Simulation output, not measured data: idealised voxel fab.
The following process module bears the name voxel transistor to metal.
Cross-section cut spans 250 nm and uses square cells 5 nm in size.
Just so we're on the same page, the cross-sections are grids of square cells, and they're listed out in bands top to bottom, each band one or more rows deep. What a band's entry tells you: where the top is and where the bottom is, as heights in nm, and after that what lies inside, material by material from left to right, each with its width in nm. Empty space is written as the word "empty", and a single material marked with the word "everywhere" occupies the band from edge to edge. Height 0 is the level under which the wafer as received is all one material. The lowest band goes on downwards, as in "z 0 and below". It should be noted that a width expressed as "30 to 40" varies in equal increments from row to row of cells within the band, taking the value of the first number at the top row and that of the second number at the bottom row. Reading "same as before" for a step: not a cell of the cross-section changed in it. The entry "Enclosed internal cavities" lists the empty spaces that cover at least 8 cells and have no open path to the top. Each is written as width x height at distance, where the distance is measured from the left edge and all three values are in nm. Step line, after settings: the simulator's comment on this step. On any step carrying a mask, the "overlay nm" setting, if present on the step's line, tells how far right of its planned place the mask lay; negative values point to the left.

**The planned process steps are enumerated hereunder**
1) RECEIVE,material Si
2) CONFORMAL_DEP,material SiO2,thk nm 5
3) CONFORMAL_DEP,material SiN,thk nm 15
4) MASKED_ETCH,tone cover,mask id ACTIVE,width nm 85,pitch nm 115,etch materials SiN,depth nm 15,overlay nm 0
5) MASKED_ETCH,tone cover,mask id ACTIVE,width nm 85,pitch nm 115,etch materials SiO2,depth nm 5,overlay nm 0
6) MASKED_ETCH,tone cover,mask id ACTIVE,width nm 85,pitch nm 115,etch materials Si,depth nm 20,overlay nm 0
7) OXIDIZE,depth nm 5
8) FILL_DEP,material SiO2,thk nm 5
9) CMP,height nm 20
10) SELECTIVE_ETCH,etch materials SiO2,depth nm 15
11) STRIP,etch materials SiN
12) SELECTIVE_ETCH,etch materials SiO2,depth nm 5
13) OXIDIZE,depth nm 5
14) DIRECTIONAL_DEP,material polySi,thk nm 30
15) DIRECTIONAL_DEP,material SiCN,thk nm 15
16) PATTERN,tone cover,mask id GATE,material resist,width nm 15,pitch nm 115,thk nm 20,overlay nm 0
17) DIRECTIONAL_ETCH,etch materials SiCN,depth nm 25
18) DIRECTIONAL_ETCH,etch materials polySi,depth nm 40
19) STRIP,etch materials resist
20) CONFORMAL_DEP,material SiN,thk nm 5
21) DIRECTIONAL_ETCH,etch materials SiN,depth nm 5
22) DIRECTIONAL_ETCH,etch materials SiO2,depth nm 5
23) DIRECTIONAL_ETCH,etch materials Si,depth nm 10
24) EPI,material nSi,thk nm 10
25) FILL_DEP,material SiO2,thk nm 10
26) CMP,height nm 45
27) DIRECTIONAL_DEP,material SiO2,thk nm 15
28) PATTERN,tone open,mask id CONTACT,material resist,width nm 15,thk nm 15,overlay nm 0
29) DIRECTIONAL_ETCH,etch materials SiO2,depth nm 65
30) STRIP,etch materials resist
31) CONFORMAL_DEP,material TiN,thk nm 5
32) FILL_DEP,material W,thk nm 5
33) CMP,height nm 60
34) DIRECTIONAL_DEP,material TiN,thk nm 5
35) DIRECTIONAL_DEP,material W,thk nm 15
36) DIRECTIONAL_DEP,material aC,thk nm 10
37) PATTERN,tone cover,mask id METAL_1,material resist,width nm 15,thk nm 25,overlay nm 0
38) DIRECTIONAL_ETCH,etch materials aC,depth nm 10
39) STRIP,etch materials resist
40) DIRECTIONAL_ETCH,etch materials W,depth nm 15
41) DIRECTIONAL_ETCH,etch materials TiN,depth nm 5
42) STRIP,etch materials aC
43) CONFORMAL_DEP,material SiCN,thk nm 5
44) FILL_DEP,material lowk,thk nm 10
45) CMP,height nm 80
46) CONFORMAL_DEP,material SiCN,thk nm 5

**Cross-section: wafer on arrival = after step 1**
  z 0 and below: Si everywhere
  Enclosed internal cavities: none

**End-of-module cross-section. Starting structure and process plan as above; one mistake made in running it**
  z 85 to 80: SiCN everywhere
  z 80 to 65: 25 lowk; 5 SiCN; 15 W; 5 SiCN; 35 lowk; 5 SiCN; 15 W; 5 SiCN; 30 lowk; 5 SiCN; 15 W; 5 SiCN; 35 lowk; 5 SiCN; 15 W; 5 SiCN; 25 lowk
  z 65 to 60: 30 SiCN; 15 TiN; 45 SiCN; 15 TiN; 40 SiCN; 15 TiN; 45 SiCN; 15 TiN; 30 SiCN
  z 60 to 45: 30 SiO2; 5 TiN; 5 W; 5 TiN; 45 SiO2; 5 TiN; 5 W; 5 TiN; 40 SiO2; 5 TiN; 5 W; 5 TiN; 45 SiO2; 5 TiN; 5 W; 5 TiN; 30 SiO2
  z 45 to 40: 30 SiO2; 5 TiN; 5 W; 5 TiN; 10 SiO2; 5 SiN; 15 SiCN; 5 SiN; 10 SiO2; 5 TiN; 5 W; 5 TiN; 40 SiO2; 5 TiN; 5 W; 5 TiN; 10 SiO2; 5 SiN; 15 SiCN; 5 SiN; 10 SiO2; 5 TiN; 5 W; 5 TiN; 30 SiO2
  z 40 to 35: 30 SiO2; 15 TiN; 10 SiO2; 5 SiN; 15 SiCN; 5 SiN; 10 SiO2; 15 TiN; 40 SiO2; 15 TiN; 10 SiO2; 5 SiN; 15 SiCN; 5 SiN; 10 SiO2; 15 TiN; 30 SiO2
  z 35 to 30: SiCN everywhere
  z 30 to 0: polySi everywhere
  z 0 to -5: SiO2 everywhere
  z -5 to -25: 30 SiO2; 75 Si; 40 SiO2; 75 Si; 30 SiO2
  z -25 and below: Si everywhere
  Enclosed internal cavities: none
What was done differently from what was planned? heads up, step 15 of the plan got done twice
